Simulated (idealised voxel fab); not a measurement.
Process module heading - voxel plated lines
Cross-section cut spans 225 nm and uses square cells 5 nm in size.
Cross-section = grid of square cells, listed top down in bands; band = one or more rows.
The band entry comprises the height of the band's top followed by the height of its bottom, expressed in nm, and subsequently the band's materials from left to right, each stated together with its width in nm. Where a single material is marked with the word "edge to edge", that material fills the band from edge to edge. The word "blank" represents empty space.
Below 0: as-received wafer, all one material; heights counted from there. Lowest band: no bottom, goes on down, written "top 0, no bottom".
Note: "30->40" means the width goes from the first number (top row of the band) to the second number (bottom row) in equal steps per row of cells.
Given "no modification" for a step, no cell of the cross-section differs between before and after that step.
Look at "Trapped voids" for the closed voids: empty spaces with no open path to the top, sized 8 cells or up. Each is width x height at distance, distance from the left edge, all nm.
If you see something after the settings on a step's line, that's the simulator's own remark about that step.
What "overlay nm" on a step's line means: if the step has a mask, that mask lay this far to the right of its planned place, or, when the value is negative, to the left.

Intended process steps
step 1: RECEIVE [material Si]
step 2: CONFORMAL_DEP [material Al2O3] [thk nm 15]
step 3: DIRECTIONAL_DEP [material TiN] [thk nm 5]
step 4: PATTERN [tone open] [mask id LINES] [material resist] [width nm 30] [pitch nm 55] [thk nm 30] [overlay nm 0]
step 5: EPI [material Ru] [thk nm 5]
step 6: EPI [material Ru] [thk nm 5]
step 7: STRIP [etch materials resist]
step 8: DIRECTIONAL_ETCH [etch materials TiN] [depth nm 5]
step 9: CONFORMAL_DEP [material SiO2] [thk nm 10]

The first of a set of two wafers, run to plan

Incoming wafer in cross-section (state: after step 1)
    top 0, no bottom | Si edge to edge
    Trapped voids: none

Once step 2 is through, the wafer looks like this in cross-section
    top 15, bottom 0 | Al2O3 edge to edge
    Nothing below the height 0 has changed.

Once step 3 is through, the wafer looks like this in cross-section
    top 20, bottom 15 | TiN edge to edge
    Nothing below the height 15 has changed.

Once step 4 is through, the wafer looks like this in cross-section
    top 50, bottom 20 | resist 15, blank 30, resist 25, blank 30, resist 25, blank 30, resist 25, blank 30, resist 15
    Nothing below the height 20 has changed.

Once step 5 is through, the wafer looks like this in cross-section
    top 50, bottom 25 | resist 15, blank 30, resist 25, blank 30, resist 25, blank 30, resist 25, blank 30, resist 15
    top 25, bottom 20 | resist 15, Ru 30, resist 25, Ru 30, resist 25, Ru 30, resist 25, Ru 30, resist 15
    Nothing below the height 20 has changed.

Once step 6 is through, the wafer looks like this in cross-section
    top 50, bottom 30 | resist 15, blank 30, resist 25, blank 30, resist 25, blank 30, resist 25, blank 30, resist 15
    top 30, bottom 20 | resist 15, Ru 30, resist 25, Ru 30, resist 25, Ru 30, resist 25, Ru 30, resist 15
    Nothing below the height 20 has changed.

Once step 7 is through, the wafer looks like this in cross-section
    top 30, bottom 20 | blank 15, Ru 30, blank 25, Ru 30, blank 25, Ru 30, blank 25, Ru 30, blank 15
    Nothing below the height 20 has changed.

Once step 8 is through, the wafer looks like this in cross-section
    top 30, bottom 20 | blank 15, Ru 30, blank 25, Ru 30, blank 25, Ru 30, blank 25, Ru 30, blank 15
    top 20, bottom 15 | blank 15, TiN 30, blank 25, TiN 30, blank 25, TiN 30, blank 25, TiN 30, blank 15
    Nothing below the height 15 has changed.

Once step 9 is through, the wafer looks like this in cross-section
    top 40, bottom 30 | blank 5, SiO2 50, blank 5, SiO2 50, blank 5, SiO2 50, blank 5, SiO2 50, blank 5
    top 30, bottom 25 | blank 5, SiO2 10, Ru 30, SiO2 10, blank 5, SiO2 10, Ru 30, SiO2 10, blank 5, SiO2 10, Ru 30, SiO2 10, blank 5, SiO2 10, Ru 30, SiO2 10, blank 5
    top 25, bottom 20 | SiO2 15, Ru 30, SiO2 25, Ru 30, SiO2 25, Ru 30, SiO2 25, Ru 30, SiO2 15
    top 20, bottom 15 | SiO2 15, TiN 30, SiO2 25, TiN 30, SiO2 25, TiN 30, SiO2 25, TiN 30, SiO2 15
    Nothing below the height 15 has changed.

Second wafer: like start, like plan, one mistake. Through step 4 it matches the first wafer

When step 6 should have ended
    top 50, bottom 25 | resist 15, blank 30, resist 25, blank 30, resist 25, blank 30, resist 25, blank 30, resist 15
    top 25, bottom 20 | resist 15, Ru 30, resist 25, Ru 30, resist 25, Ru 30, resist 25, Ru 30, resist 15
    Nothing below the height 20 has changed.

When step 7 should have ended
    top 25, bottom 20 | blank 15, Ru 30, blank 25, Ru 30, blank 25, Ru 30, blank 25, Ru 30, blank 15
    Nothing below the height 20 has changed.

When step 8 should have ended
    top 25, bottom 20 | blank 15, Ru 30, blank 25, Ru 30, blank 25, Ru 30, blank 25, Ru 30, blank 15
    top 20, bottom 15 | blank 15, TiN 30, blank 25, TiN 30, blank 25, TiN 30, blank 25, TiN 30, blank 15
    Nothing below the height 15 has changed.

When step 9 should have ended
    top 35, bottom 25 | blank 5, SiO2 50, blank 5, SiO2 50, blank 5, SiO2 50, blank 5, SiO2 50, blank 5
    top 25, bottom 20 | SiO2 15, Ru 30, SiO2 25, Ru 30, SiO2 25, Ru 30, SiO2 25, Ru 30, SiO2 15
    top 20, bottom 15 | SiO2 15, TiN 30, SiO2 25, TiN 30, SiO2 25, TiN 30, SiO2 25, TiN 30, SiO2 15
    Nothing below the height 15 has changed.
what went wrong: the sequence lacks one of the identical steps 5 and 6, and which one cannot be told
Wafer comparison, final, in cells, second relative to first, materials more or fewer: 24 fewer of Ru | 16 fewer of SiO2
